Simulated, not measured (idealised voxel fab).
Herein follows the process module entitled voxel self aligned vias.
Square cell edge 5 nm, section width 220 nm, ID cut.
How to read a cross-section here: the picture is a grid of square cells, written as bands going from the top down, and any band can span one or more rows of cells.
What a band's entry tells you: where the top is and where the bottom is, as heights in nm, and after that what lies inside, material by material from left to right, each with its width in nm. Empty space is written as the word "empty", and a single material marked with the word "throughout" occupies the band from edge to edge.
Heads up on the height convention: 0 is the point under which the incoming wafer is all one material, and the lowest band has no bottom, it just keeps going down, like "z 0 and below".
With a width like "30 to 40", each row of cells in the band differs from the next by the same amount, the top row carrying the first number and the bottom row the second.
Any step labelled "remained unchanged" changed none of the cells in the cross-section.
Any empty space of 8 cells or more lacking an open way to the top shows up in "Enclosed void listing" as width x height at distance, distance from the left edge, in nm.
It should be noted that, on the line of a given step, the content following the step's settings is a remark produced by the simulator itself with respect to that step.
overlay nm, on a step with a mask: how far to the right of its planned place the mask lay; to the left if negative
The steps planned for the process are as follows
- 1: RECEIVE with material Si
- 2: CONFORMAL_DEP with material SiO2, thk nm 10
- 3: CONFORMAL_DEP with material SiCN, thk nm 5
- 4: DIRECTIONAL_DEP with material SiO2, thk nm 25
- 5: MASKED_ETCH with tone open, mask id LINES, width nm 30, pitch nm 60, etch materials SiO2, depth nm 25, overlay nm 0
- 6: CONFORMAL_DEP with material TiN, thk nm 5
- 7: FILL_DEP with material W, thk nm 10
- 8: CMP with height nm 40
- 9: SELECTIVE_ETCH with etch materials W Ru TiN, depth nm 10
- 10: FILL_DEP with material SiN, thk nm 5
- 11: CMP with height nm 40
- 12: DIRECTIONAL_DEP with material SiO2, thk nm 20
- 13: DIRECTIONAL_DEP with material aC, thk nm 15
- 14: PATTERN with tone open, mask id VIAS, material resist, width nm 40, pitch nm 120, thk nm 30, overlay nm 0
- 15: DIRECTIONAL_ETCH with etch materials aC, depth nm 15
- 16: STRIP with etch materials resist
- 17: DIRECTIONAL_ETCH with etch materials SiO2, depth nm 20
- 18: DIRECTIONAL_ETCH with etch materials SiN, depth nm 10
- 19: STRIP with etch materials aC
- 20: CONFORMAL_DEP with material TiN, thk nm 5
- 21: FILL_DEP with material Cu, thk nm 5
- 22: CMP with height nm 60
- 23: CONFORMAL_DEP with material SiN, thk nm 5
Cross-section, incoming material, after step 1
z 0 and below | Si throughout
Enclosed void listing: none
First wafer of two, sectioned at end of module; run went per plan
z 65 to 60 | SiN throughout
z 60 to 45 | 30 nm SiO2, 5 nm TiN, 30 nm Cu, 5 nm TiN, 80 nm SiO2, 5 nm TiN, 30 nm Cu, 5 nm TiN, 30 nm SiO2
z 45 to 40 | 30 nm SiO2, 10 nm TiN, 20 nm Cu, 10 nm TiN, 80 nm SiO2, 10 nm TiN, 20 nm Cu, 10 nm TiN, 30 nm SiO2
z 40 to 35 | 35 nm SiO2, 5 nm TiN, 20 nm Cu, 5 nm TiN, 30 nm SiO2, 30 nm SiN, 30 nm SiO2, 5 nm TiN, 20 nm Cu, 5 nm TiN, 35 nm SiO2
z 35 to 30 | 35 nm SiO2, 30 nm TiN, 30 nm SiO2, 30 nm SiN, 30 nm SiO2, 30 nm TiN, 35 nm SiO2
z 30 to 20 | 35 nm SiO2, 5 nm TiN, 20 nm W, 5 nm TiN, 30 nm SiO2, 5 nm TiN, 20 nm W, 5 nm TiN, 30 nm SiO2, 5 nm TiN, 20 nm W, 5 nm TiN, 35 nm SiO2
z 20 to 15 | 35 nm SiO2, 30 nm TiN, 30 nm SiO2, 30 nm TiN, 30 nm SiO2, 30 nm TiN, 35 nm SiO2
z 15 to 10 | SiCN throughout
z 10 to 0 | SiO2 throughout
z 0 and below | Si throughout
Enclosed void listing: none
Second wafer cross-section at end of module - shared start and plan with the first, one mistake in the run
z 65 to 60 | SiN throughout
z 60 to 45 | 30 nm SiO2, 5 nm TiN, 30 nm Cu, 5 nm TiN, 80 nm SiO2, 5 nm TiN, 30 nm Cu, 5 nm TiN, 30 nm SiO2
z 45 to 40 | 30 nm SiO2, 40 nm TiN, 80 nm SiO2, 40 nm TiN, 30 nm SiO2
z 40 to 30 | 30 nm SiN, 5 nm TiN, 30 nm SiO2, 5 nm TiN, 25 nm SiN, 30 nm SiO2, 25 nm SiN, 5 nm TiN, 30 nm SiO2, 5 nm TiN, 30 nm SiN
z 30 to 20 | 30 nm W, 5 nm TiN, 30 nm SiO2, 5 nm TiN, 20 nm W, 5 nm TiN, 30 nm SiO2, 5 nm TiN, 20 nm W, 5 nm TiN, 30 nm SiO2, 5 nm TiN, 30 nm W
z 20 to 15 | 35 nm TiN, 30 nm SiO2, 30 nm TiN, 30 nm SiO2, 30 nm TiN, 30 nm SiO2, 35 nm TiN
z 15 to 10 | SiCN throughout
z 10 to 0 | SiO2 throughout
z 0 and below | Si throughout
Enclosed void listing: none
Short version of what went wrong: heads up, step 5 didn't go per plan, it actually ran as MASKED_ETCH with tone cover, mask id LINES, width nm 30, pitch nm 60, etch materials SiO2, depth nm 25, overlay nm 0
Final wafer comparison in cells, second versus first, more or fewer per material: Cu -16; SiN +32; SiO2 -40; TiN +8; W +16
